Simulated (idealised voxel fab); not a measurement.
Proc. module: voxel transistor to metal
For reference, the cross-section in this document is cut, with width 205 nm and square cells of 5 nm.
The cross-sections in this document take the form of a grid made of square cells. They are written out as bands, in order from top to bottom. Each band consists of one or more rows of cells.
The band entry comprises the height of the band's top followed by the height of its bottom, expressed in nm, and subsequently the band's materials from left to right, each stated together with its width in nm. Where a single material is marked with the word "throughout", that material fills the band from edge to edge. The word "air" represents empty space.
Height 0 is the level under which the wafer as received is all one material. The lowest band goes on downwards, as in "0 -> down".
Read "30->40" as a graded width: first number on top, second number at the bottom, same change between each pair of neighbouring rows.
"nothing got changed", as given for a step, is the statement that not any cell of the cross-section underwent a change during that step.
"Enclosed internal voids" contains a list of empty spaces, each no smaller than 8 cells and without an open way to the top, written in the form width x height at distance with the distance from the left edge and all three in nm.
That trailing text on a step's line, after the settings, is the simulator's own remark on the step.
If you see "overlay nm" on a step's line and that step has a mask, it's telling you how far right of where it was planned the mask ended up; a negative number means it went left instead.
-- The steps planned for the process are as follows
1: op RECEIVE | material Si
2: op CONFORMAL_DEP | material SiO2 | thk nm 5
3: op CONFORMAL_DEP | material SiN | thk nm 10
4: op DIRECTIONAL_DEP | material aC | thk nm 10
5: op PATTERN | tone cover | mask id ACTIVE | material resist | width nm 120 | thk nm 30 | overlay nm 0
6: op DIRECTIONAL_ETCH | etch materials aC | depth nm 10
7: op STRIP | etch materials resist
8: op DIRECTIONAL_ETCH | etch materials SiN | depth nm 10
9: op DIRECTIONAL_ETCH | etch materials SiO2 | depth nm 5
10: op DIRECTIONAL_ETCH | etch materials Si | depth nm 30
11: op STRIP | etch materials aC
12: op FILL_DEP | material SiO2 | thk nm 10
13: op CMP | height nm 15
14: op SELECTIVE_ETCH | etch materials SiO2 | depth nm 5
15: op STRIP | etch materials SiN
16: op SELECTIVE_ETCH | etch materials SiO2 | depth nm 5
17: op OXIDIZE | depth nm 5
18: op DIRECTIONAL_DEP | material polySi | thk nm 30
19: op DIRECTIONAL_DEP | material SiCN | thk nm 15
20: op MASKED_ETCH | tone cover | mask id GATE | width nm 20 | etch materials SiCN | depth nm 25 | overlay nm 0
21: op MASKED_ETCH | tone cover | mask id GATE | width nm 20 | etch materials polySi | depth nm 40 | overlay nm 0
22: op CONFORMAL_DEP | material SiN | thk nm 5
23: op DIRECTIONAL_ETCH | etch materials SiN | depth nm 5
24: op DIRECTIONAL_ETCH | etch materials SiO2 | depth nm 5
25: op DIRECTIONAL_ETCH | etch materials Si | depth nm 5
26: op EPI | material SiGe | thk nm 10
27: op FILL_DEP | material SiO2 | thk nm 5
28: op CMP | height nm 45
29: op DIRECTIONAL_DEP | material SiO2 | thk nm 10
30: op PATTERN | tone open | mask id CONTACT | material resist | width nm 20 | pitch nm 80 | thk nm 20 | overlay nm 0
31: op DIRECTIONAL_ETCH | etch materials SiO2 | depth nm 55
32: op STRIP | etch materials resist
33: op CONFORMAL_DEP | material TiN | thk nm 5
34: op FILL_DEP | material W | thk nm 10
35: op CMP | height nm 55
36: op DIRECTIONAL_DEP | material TiN | thk nm 5
37: op DIRECTIONAL_DEP | material W | thk nm 15
38: op DIRECTIONAL_DEP | material aC | thk nm 10
39: op PATTERN | tone cover | mask id METAL_1 | material resist | width nm 20 | pitch nm 80 | thk nm 30 | overlay nm 0
40: op DIRECTIONAL_ETCH | etch materials aC | depth nm 10
41: op STRIP | etch materials resist
42: op DIRECTIONAL_ETCH | etch materials W | depth nm 15
43: op DIRECTIONAL_ETCH | etch materials TiN | depth nm 5
44: op STRIP | etch materials aC
45: op CONFORMAL_DEP | material SiN | thk nm 5
46: op FILL_DEP | material SiO2 | thk nm 10
47: op CMP | height nm 75
48: op CONFORMAL_DEP | material SiCN | thk nm 5
49: op DIRECTIONAL_DEP | material SiO2 | thk nm 30
50: op MASKED_ETCH | tone open | mask id METAL_2_HOLES | width nm 15 | pitch nm 80 | etch materials SiO2 | depth nm 30 | overlay nm 0
51: op PATTERN | tone open | mask id METAL_2 | material resist | width nm 20 | pitch nm 80 | thk nm 15 | overlay nm 0
52: op DIRECTIONAL_ETCH | etch materials SiO2 | depth nm 20
53: op DIRECTIONAL_ETCH | etch materials SiCN | depth nm 5
54: op STRIP | etch materials resist
55: op CONFORMAL_DEP | material TiN | thk nm 5
56: op FILL_DEP | material Cu | thk nm 5
57: op CMP | height nm 110
58: op CONFORMAL_DEP | material SiCN | thk nm 5
-- Wafer at receipt (post step 1), cross-section
- 0 -> down  Si throughout
- Enclosed internal voids: none
-- first wafer at the end, as planned
- 115 -> 110  SiCN throughout
- 110 -> 95  50 of SiO2  5 of TiN  10 of Cu  5 of TiN  60 of SiO2  5 of TiN  10 of Cu  5 of TiN  55 of SiO2
- 95 -> 90  50 of SiO2  5 of TiN  5 of Cu  10 of TiN  60 of SiO2  5 of TiN  5 of Cu  10 of TiN  55 of SiO2
- 90 -> 80  50 of SiO2  5 of TiN  5 of Cu  5 of TiN  65 of SiO2  5 of TiN  5 of Cu  5 of TiN  60 of SiO2
- 80 -> 75  50 of SiCN  15 of TiN  65 of SiCN  15 of TiN  60 of SiCN
- 75 -> 60  45 of SiO2  5 of SiN  20 of W  5 of SiN  50 of SiO2  5 of SiN  20 of W  5 of SiN  50 of SiO2
- 60 -> 55  50 of SiN  20 of TiN  60 of SiN  20 of TiN  55 of SiN
- 55 -> 45  50 of SiO2  5 of TiN  10 of W  5 of TiN  60 of SiO2  5 of TiN  10 of W  5 of TiN  55 of SiO2
- 45 -> 30  50 of SiO2  5 of TiN  10 of W  5 of TiN  15 of SiO2  5 of SiN  20 of SiCN  5 of SiN  15 of SiO2  5 of TiN  10 of W  5 of TiN  55 of SiO2
- 30 -> 5  50 of SiO2  5 of TiN  10 of W  5 of TiN  15 of SiO2  5 of SiN  20 of polySi  5 of SiN  15 of SiO2  5 of TiN  10 of W  5 of TiN  55 of SiO2
- 5 -> 0  35 of SiO2  5 of SiN  10 of SiO2  20 of TiN  5 of SiO2  10 of SiGe  5 of SiN  20 of polySi  5 of SiN  10 of SiGe  5 of SiO2  20 of TiN  10 of SiO2  5 of SiN  40 of SiO2
- 0 -> -5  40 of SiO2  45 of SiGe  30 of SiO2  45 of SiGe  45 of SiO2
- -5 -> -10  40 of SiO2  45 of SiGe  30 of Si  45 of SiGe  45 of SiO2
- -10 -> -30  40 of SiO2  120 of Si  45 of SiO2
- -30 -> down  Si throughout
- Enclosed internal voids: none
-- Wafer two cross-section, module end. Start and plan unchanged from wafer one; one mistake made during the run
- 115 -> 110  SiCN throughout
- 110 -> 95  50 of SiO2  5 of TiN  10 of Cu  5 of TiN  60 of SiO2  5 of TiN  10 of Cu  5 of TiN  55 of SiO2
- 95 -> 90  50 of SiO2  5 of TiN  5 of Cu  10 of TiN  60 of SiO2  5 of TiN  5 of Cu  10 of TiN  55 of SiO2
- 90 -> 80  50 of SiO2  5 of TiN  5 of Cu  5 of TiN  65 of SiO2  5 of TiN  5 of Cu  5 of TiN  60 of SiO2
- 80 -> 75  50 of SiCN  15 of TiN  65 of SiCN  15 of TiN  60 of SiCN
- 75 -> 60  45 of SiO2  5 of SiN  20 of W  5 of SiN  50 of SiO2  5 of SiN  20 of W  5 of SiN  50 of SiO2
- 60 -> 55  50 of SiN  20 of TiN  60 of SiN  20 of TiN  55 of SiN
- 55 -> 45  50 of SiO2  5 of TiN  10 of W  5 of TiN  60 of SiO2  5 of TiN  10 of W  5 of TiN  55 of SiO2
- 45 -> 30  50 of SiO2  5 of TiN  10 of W  5 of TiN  15 of SiO2  5 of SiN  20 of SiCN  5 of SiN  15 of SiO2  5 of TiN  10 of W  5 of TiN  55 of SiO2
- 30 -> 5  50 of SiO2  5 of TiN  10 of W  5 of TiN  10 of SiO2  5 of SiN  30 of polySi  5 of SiN  10 of SiO2  5 of TiN  10 of W  5 of TiN  55 of SiO2
- 5 -> 0  35 of SiO2  5 of SiN  10 of SiO2  20 of TiN  10 of SiGe  5 of SiN  30 of polySi  5 of SiN  10 of SiGe  20 of TiN  10 of SiO2  5 of SiN  40 of SiO2
- 0 -> -5  40 of SiO2  40 of SiGe  40 of SiO2  40 of SiGe  45 of SiO2
- -5 -> -10  40 of SiO2  40 of SiGe  40 of Si  40 of SiGe  45 of SiO2
- -10 -> -30  40 of SiO2  120 of Si  45 of SiO2
- -30 -> down  Si throughout
- Enclosed internal voids: none
Deviation noted in wafer processing: step 21 did not happen as planned, as run it was op MASKED_ETCH | tone cover | mask id GATE | width nm 30 | etch materials polySi | depth nm 40 | overlay nm 0
Final wafer comparison in cells, second versus first, more or fewer per material: +2 Si, -4 SiGe, -10 SiO2, +12 polySi
